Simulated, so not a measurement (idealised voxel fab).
process module | voxel transistor to metal
cross-section cut | 175 nm wide | cells 5 nm
A cross-section is a grid of square cells, given in bands from the top down. A band is one or more rows of cells.
Each band's line starts with the height of the band's top and of its bottom, in nm. Then come its materials from left to right, each with its width in nm. One material with "throughout" fills the band from edge to edge. "air" is empty space.
Height 0 is the level under which the wafer as received is all one material. The lowest band goes on downwards, as in "0 down".
A width such as "30 to 40" changes by the same amount from each row of cells to the next, from the band's top row to its bottom row.
"no change" after a step means that no cell of the cross-section changed.
closed voids: empty space of 8 cells or more with no open way to the top, each as width x height at its distance from the left edge, in nm
after a step's settings: what the simulator itself notes on the step
overlay nm, on a step with a mask: how far to the right of its planned place the mask lay; to the left if negative
plan
1 op RECEIVE | material Si
2 op OXIDIZE | depth nm 5
3 op CONFORMAL_DEP | material SiN | thk nm 10
4 op PATTERN | tone cover | mask id ACTIVE | material resist | width nm 105 | thk nm 20 | overlay nm 0
5 op DIRECTIONAL_ETCH | etch materials SiN | depth nm 10
6 op DIRECTIONAL_ETCH | etch materials SiO2 | depth nm 5
7 op DIRECTIONAL_ETCH | etch materials Si | depth nm 25
8 op STRIP | etch materials resist
9 op OXIDIZE | depth nm 5
10 op FILL_DEP | material SiO2 | thk nm 15
11 op CMP | height nm 10
12 op SELECTIVE_ETCH | etch materials SiO2 | depth nm 5
13 op STRIP | etch materials SiN
14 op SELECTIVE_ETCH | etch materials SiO2 | depth nm 5
15 op OXIDIZE | depth nm 5
16 op DIRECTIONAL_DEP | material polySi | thk nm 20
17 op DIRECTIONAL_DEP | material SiCN | thk nm 10
18 op MASKED_ETCH | tone cover | mask id GATE | width nm 25 | etch materials SiCN | depth nm 20 | overlay nm 0
19 op MASKED_ETCH | tone cover | mask id GATE | width nm 25 | etch materials polySi | depth nm 30 | overlay nm 0
20 op CONFORMAL_DEP | material SiO2 | thk nm 5
21 op DIRECTIONAL_ETCH | etch materials SiO2 | depth nm 5
22 op CONFORMAL_DEP | material SiN | thk nm 10
23 op DIRECTIONAL_ETCH | etch materials SiN | depth nm 10
24 op DIRECTIONAL_ETCH | etch materials SiO2 | depth nm 5
25 op DIRECTIONAL_ETCH | etch materials Si | depth nm 15
26 op EPI | material nSi | thk nm 15
27 op FILL_DEP | material SiO2 | thk nm 5
28 op CMP | height nm 15
29 op STRIP | etch materials polySi
30 op SELECTIVE_ETCH | etch materials SiO2 | depth nm 5
31 op CONFORMAL_DEP | material HfO2 | thk nm 5
32 op CONFORMAL_DEP | material TiN | thk nm 5
33 op FILL_DEP | material W | thk nm 10
34 op CMP | height nm 10
35 op DIRECTIONAL_DEP | material SiO2 | thk nm 15
36 op DIRECTIONAL_DEP | material aC | thk nm 10
37 op PATTERN | tone open | mask id CONTACT | material resist | width nm 20 | pitch nm 75 | thk nm 30 | overlay nm 0
38 op DIRECTIONAL_ETCH | etch materials aC | depth nm 10
39 op STRIP | etch materials resist
40 op DIRECTIONAL_ETCH | etch materials SiO2 | depth nm 20
41 op STRIP | etch materials aC
42 op CONFORMAL_DEP | material TiN | thk nm 5
43 op FILL_DEP | material W | thk nm 10
44 op CMP | height nm 25
45 op DIRECTIONAL_DEP | material TiN | thk nm 5
46 op DIRECTIONAL_DEP | material W | thk nm 15
47 op PATTERN | tone cover | mask id METAL_1 | material resist | width nm 20 | pitch nm 75 | thk nm 20 | overlay nm 0
48 op DIRECTIONAL_ETCH | etch materials W | depth nm 15
49 op DIRECTIONAL_ETCH | etch materials TiN | depth nm 5
50 op STRIP | etch materials resist
51 op FILL_DEP | material SiO2 | thk nm 10
52 op CMP | height nm 45
53 op CONFORMAL_DEP | material SiCN | thk nm 5
54 op DIRECTIONAL_DEP | material SiO2 | thk nm 25
55 op MASKED_ETCH | tone open | mask id METAL_2 | width nm 20 | pitch nm 75 | etch materials SiO2 | depth nm 15 | overlay nm 0
56 op MASKED_ETCH | tone open | mask id METAL_2_HOLES | width nm 15 | pitch nm 75 | etch materials SiO2 | depth nm 10 | overlay nm 0
57 op MASKED_ETCH | tone open | mask id METAL_2_HOLES | width nm 15 | pitch nm 75 | etch materials SiCN | depth nm 5 | overlay nm 0
58 op CONFORMAL_DEP | material TiN | thk nm 5
59 op FILL_DEP | material Cu | thk nm 5
60 op CMP | height nm 75
61 op CONFORMAL_DEP | material SiN | thk nm 5
as received, after step 1
  0 down: Si throughout
  closed voids: none
first wafer at the end, as planned
  80 to 75: SiN throughout
  75 to 65: SiO2 40 | TiN 5 | Cu 10 | TiN 5 | SiO2 55 | TiN 5 | Cu 10 | TiN 5 | SiO2 40
  65 to 60: SiO2 40 | TiN 5 | Cu 5 | TiN 10 | SiO2 55 | TiN 5 | Cu 5 | TiN 10 | SiO2 40
  60 to 50: SiO2 40 | TiN 5 | Cu 5 | TiN 5 | SiO2 60 | TiN 5 | Cu 5 | TiN 5 | SiO2 45
  50 to 45: SiCN 40 | TiN 15 | SiCN 60 | TiN 15 | SiCN 45
  45 to 30: SiO2 40 | W 20 | SiO2 55 | W 20 | SiO2 40
  30 to 25: SiO2 40 | TiN 20 | SiO2 55 | TiN 20 | SiO2 40
  25 to 10: SiO2 40 | TiN 5 | W 10 | TiN 5 | SiO2 55 | TiN 5 | W 10 | TiN 5 | SiO2 40
  10 to 5: SiO2 40 | TiN 20 | SiN 10 | HfO2 5 | TiN 5 | W 15 | TiN 5 | HfO2 5 | SiN 10 | TiN 20 | SiO2 40
  5 to 0: SiO2 40 | nSi 20 | SiN 10 | HfO2 5 | TiN 5 | W 15 | TiN 5 | HfO2 5 | SiN 10 | nSi 20 | SiO2 40
  0 to -5: SiO2 35 | SiN 10 | nSi 15 | SiN 10 | HfO2 5 | TiN 25 | HfO2 5 | SiN 10 | nSi 15 | SiN 10 | SiO2 35
  -5 to -10: SiO2 45 | nSi 15 | SiO2 10 | HfO2 35 | SiO2 10 | nSi 15 | SiO2 45
  -10 to -25: SiO2 40 | Si 5 | nSi 15 | Si 55 | nSi 15 | Si 5 | SiO2 40
  -25 to -35: SiO2 40 | Si 95 | SiO2 40
  -35 down: Si throughout
  closed voids: none
second wafer at the end: like start, like plan, one mistake
  80 to 75: SiN throughout
  75 to 70: Cu throughout
  70 to 65: TiN 45 | Cu 10 | TiN 65 | Cu 10 | TiN 45
  65 to 60: SiO2 40 | TiN 20 | SiO2 55 | TiN 20 | SiO2 40
  60 to 50: SiO2 55 | TiN 5 | SiO2 70 | TiN 5 | SiO2 40
  50 to 45: SiCN throughout
  45 to 30: SiO2 40 | W 20 | SiO2 55 | W 20 | SiO2 40
  30 to 25: SiO2 40 | TiN 20 | SiO2 55 | TiN 20 | SiO2 40
  25 to 10: SiO2 40 | TiN 5 | W 10 | TiN 5 | SiO2 55 | TiN 5 | W 10 | TiN 5 | SiO2 40
  10 to 5: SiO2 40 | TiN 20 | SiN 10 | HfO2 5 | TiN 5 | W 15 | TiN 5 | HfO2 5 | SiN 10 | TiN 20 | SiO2 40
  5 to 0: SiO2 40 | nSi 20 | SiN 10 | HfO2 5 | TiN 5 | W 15 | TiN 5 | HfO2 5 | SiN 10 | nSi 20 | SiO2 40
  0 to -5: SiO2 35 | SiN 10 | nSi 15 | SiN 10 | HfO2 5 | TiN 25 | HfO2 5 | SiN 10 | nSi 15 | SiN 10 | SiO2 35
  -5 to -10: SiO2 45 | nSi 15 | SiO2 10 | HfO2 35 | SiO2 10 | nSi 15 | SiO2 45
  -10 to -25: SiO2 40 | Si 5 | nSi 15 | Si 55 | nSi 15 | Si 5 | SiO2 40
  -25 to -35: SiO2 40 | Si 95 | SiO2 40
  -35 down: Si throughout
  closed voids: none
what went wrong: step 56 ran as: op MASKED_ETCH | tone cover | mask id METAL_2_HOLES | width nm 15 | pitch nm 75 | etch materials SiO2 | depth nm 10 | overlay nm 0
at the end the second wafer has, in cells: 25 more of Cu | 6 more of SiCN | 46 fewer of SiO2 | 15 more of TiN
